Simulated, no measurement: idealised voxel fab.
Name of the process module below: voxel capacitor over wiring
For reference, the cross-section in this document is cut, with width 255 nm and square cells of 5 nm.
Cross-section layout: square cells on a grid; listed as bands, top to bottom; a band spans one or more cell rows.
Each band's line starts with the height of the band's top and of its bottom, in nm. Then come its materials from left to right, each with its width in nm. One material with "everywhere" fills the band from edge to edge. "air" is empty space.
All heights in this document are referenced to 0, defined as the level beneath which the wafer, as received, consists entirely of one material. The lowest band is not bounded below; it extends indefinitely downward and is written in the form "z 0 and below".
The notation "30..40" denotes a width that varies across the rows of cells in the band, beginning at the first number in the top row, finishing at the second number in the bottom row, and changing by an identical amount from each row to the next.
"remains unaltered", as given for a step, is the statement that not any cell of the cross-section underwent a change during that step.
Reported under the label "Closed void register" are the empty spaces having no open way to the top and comprising 8 cells or more; the notation for each is width x height at distance, in which the distance is measured from the left edge and all three values are in nm.
Formally, on a step line, whatever follows the settings is a remark that the simulator itself makes on the step.
If you see "overlay nm" on a step's line and that step has a mask, it's telling you how far right of where it was planned the mask ended up; a negative number means it went left instead.
Plan:
1,RECEIVE with material Si
2,CONFORMAL_DEP with material SiO2, thk nm 10
3,CONFORMAL_DEP with material SiCN, thk nm 5
4,DIRECTIONAL_DEP with material SiO2, thk nm 20
5,PATTERN with tone open, mask id METAL_1, material resist, width nm 30, pitch nm 95, thk nm 20, overlay nm 0
6,DIRECTIONAL_ETCH with etch materials SiO2, depth nm 20
7,DIRECTIONAL_ETCH with etch materials SiCN, depth nm 5
8,STRIP with etch materials resist
9,CONFORMAL_DEP with material TiN, thk nm 5
10,FILL_DEP with material Ru, thk nm 5
11,CMP with height nm 35
12,CONFORMAL_DEP with material SiCN, thk nm 5
13,DIRECTIONAL_DEP with material SiO2, thk nm 15
14,PATTERN with tone open, mask id PLUG_1, material resist, width nm 15, thk nm 20, overlay nm 0
15,DIRECTIONAL_ETCH with etch materials SiO2, depth nm 15
16,DIRECTIONAL_ETCH with etch materials SiCN, depth nm 5
17,STRIP with etch materials resist
18,EPI with material Ru, thk nm 10
19,EPI with material Ru, thk nm 10
20,DIRECTIONAL_DEP with material TiN, thk nm 10
21,DIRECTIONAL_DEP with material HfO2, thk nm 5
22,DIRECTIONAL_DEP with material TiN, thk nm 10
23,MASKED_ETCH with tone cover, mask id UPPER_PLATE, width nm 70, etch materials TiN, depth nm 10, overlay nm 0
24,MASKED_ETCH with tone cover, mask id UPPER_PLATE, width nm 70, etch materials HfO2, depth nm 5, overlay nm 0
25,DIRECTIONAL_DEP with material aC, thk nm 15
26,PATTERN with tone cover, mask id LOWER_PLATE, material resist, width nm 80, thk nm 35, overlay nm 0
27,DIRECTIONAL_ETCH with etch materials aC, depth nm 15
28,STRIP with etch materials resist
29,DIRECTIONAL_ETCH with etch materials TiN, depth nm 10
30,STRIP with etch materials aC
31,FILL_DEP with material SiO2, thk nm 15
32,CMP with height nm 90
33,DIRECTIONAL_DEP with material aC, thk nm 15
34,PATTERN with tone open, mask id PLUG_2, material resist, width nm 15, thk nm 30, overlay nm 0
35,DIRECTIONAL_ETCH with etch materials aC, depth nm 15
36,STRIP with etch materials resist
37,DIRECTIONAL_ETCH with etch materials SiO2, depth nm 10
38,STRIP with etch materials aC
39,CONFORMAL_DEP with material TiN, thk nm 5
40,FILL_DEP with material W, thk nm 10
41,CMP with height nm 90
42,CONFORMAL_DEP with material SiN, thk nm 5
Cross-section of the incoming wafer, state after step 1:
z 0 and below = Si everywhere
Closed void register: none
End state of the module in cross-section, given the above starting point and plan and one mistake in execution:
z 95 to 90 = SiN everywhere
z 90 to 85 = SiO2 90 nm / TiN 5 nm / W 5 nm / TiN 5 nm / SiO2 150 nm
z 85 to 75 = SiO2 90..95 nm / TiN 15..55 nm / SiO2 150..105 nm
z 75 to 70 = SiO2 80 nm / TiN 70 nm / SiO2 105 nm
z 70 to 65 = SiO2 80 nm / TiN 15 nm / HfO2 55 nm / SiO2 105 nm
z 65 to 60 = SiO2 75 nm / TiN 5 nm / HfO2 15 nm / TiN 60 nm / SiO2 100 nm
z 60 to 55 = SiO2 75 nm / TiN 80 nm / SiO2 100 nm
z 55 to 50 = SiCN 80 nm / TiN 15 nm / SiCN 160 nm
z 50 to 35 = SiO2 everywhere
z 35 to 15 = SiO2 65 nm / TiN 5 nm / Ru 20 nm / TiN 5 nm / SiO2 65 nm / TiN 5 nm / Ru 20 nm / TiN 5 nm / SiO2 65 nm
z 15 to 10 = SiCN 65 nm / TiN 30 nm / SiCN 65 nm / TiN 30 nm / SiCN 65 nm
z 10 to 0 = SiO2 everywhere
z 0 and below = Si everywhere
Closed void register: none
Against the plan, the run slipped here: swap of plan steps 12 and 13 during execution
